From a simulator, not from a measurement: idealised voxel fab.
Process module in this document: voxel released beams
FYI the section here is cut, 150 nm wide, cells are 5 nm squares.
Bands, listed from the top down, are how a cross-section gets written in this document; the cross-section itself is a grid of square cells, and a band is one or more rows of them. Basically the band line says how high the top is and how high the bottom is, in nm, and then what's in it from left to right, every material with its width in nm. Empty space shows up as "empty", and if a single material carries "all across" it runs the full band edge to edge. The reference from which all heights are counted is 0, the level beneath which the as-received wafer is entirely one material; the lowest band, having no lower bound, proceeds downward and is written after the example "0 -> down". A width given as "30->40" starts at the first number in the band's top row and ends at the second number in its bottom row, shifting by an equal amount at every step from row to row. Reading "all unchanged" for a step: not a cell of the cross-section changed in it. Entry "Voids, fully enclosed". Content: empty spaces with no open connection to the top, size 8 cells or greater. Each: width x height at distance. Distance: from left edge. Unit: nm. Post-settings text on a step line: simulator's own remark regarding the step. Each step line may optionally specify "overlay nm", which for a step with a mask gives the rightward distance between the mask's planned place and where it lay, a negative value indicating the leftward direction.
# Set out below are the planned steps of the process
1) RECEIVE,material Si
2) CONFORMAL_DEP,material Al2O3,thk nm 5
3) DIRECTIONAL_DEP,material SiO2,thk nm 10
4) PATTERN,tone open,mask id ANCHOR,material resist,width nm 25,thk nm 20,overlay nm 0
5) DIRECTIONAL_ETCH,etch materials SiO2,depth nm 10
6) STRIP,etch materials resist
7) CONFORMAL_DEP,material SiN,thk nm 10
8) PATTERN,tone cover,mask id BEAM,material resist,width nm 110,thk nm 15,overlay nm 0
9) DIRECTIONAL_ETCH,etch materials SiN,depth nm 10
10) STRIP,etch materials resist
11) STRIP,etch materials SiO2
# Wafer cross-section on receipt, i.e. after step 1
  0 -> down  Si all across
  Voids, fully enclosed: none
# The first of the two wafers as seen in cross-section once the module was finished; processing followed the plan
  25 -> 15  empty 15  SiN 15  empty 5  SiN 90  empty 25
  15 -> 5  empty 20  SiN 25  empty 105
  5 -> 0  Al2O3 all across
  0 -> down  Si all across
  Voids, fully enclosed: none
# Wafer two cross-section, module end. Start and plan unchanged from wafer one; one mistake made during the run
  25 -> 15  empty 15  SiN 40  empty 95
  15 -> 5  empty 10  SiN 10  SiO2 25  SiN 80  empty 25
  5 -> 0  Al2O3 all across
  0 -> down  Si all across
  Voids, fully enclosed: none
Short version of what went wrong: step 4 ran as: PATTERN,tone cover,mask id ANCHOR,material resist,width nm 25,thk nm 20,overlay nm 0
The second wafer ends with more or fewer cells of some materials than the first, per final count: 10 more of SiO2
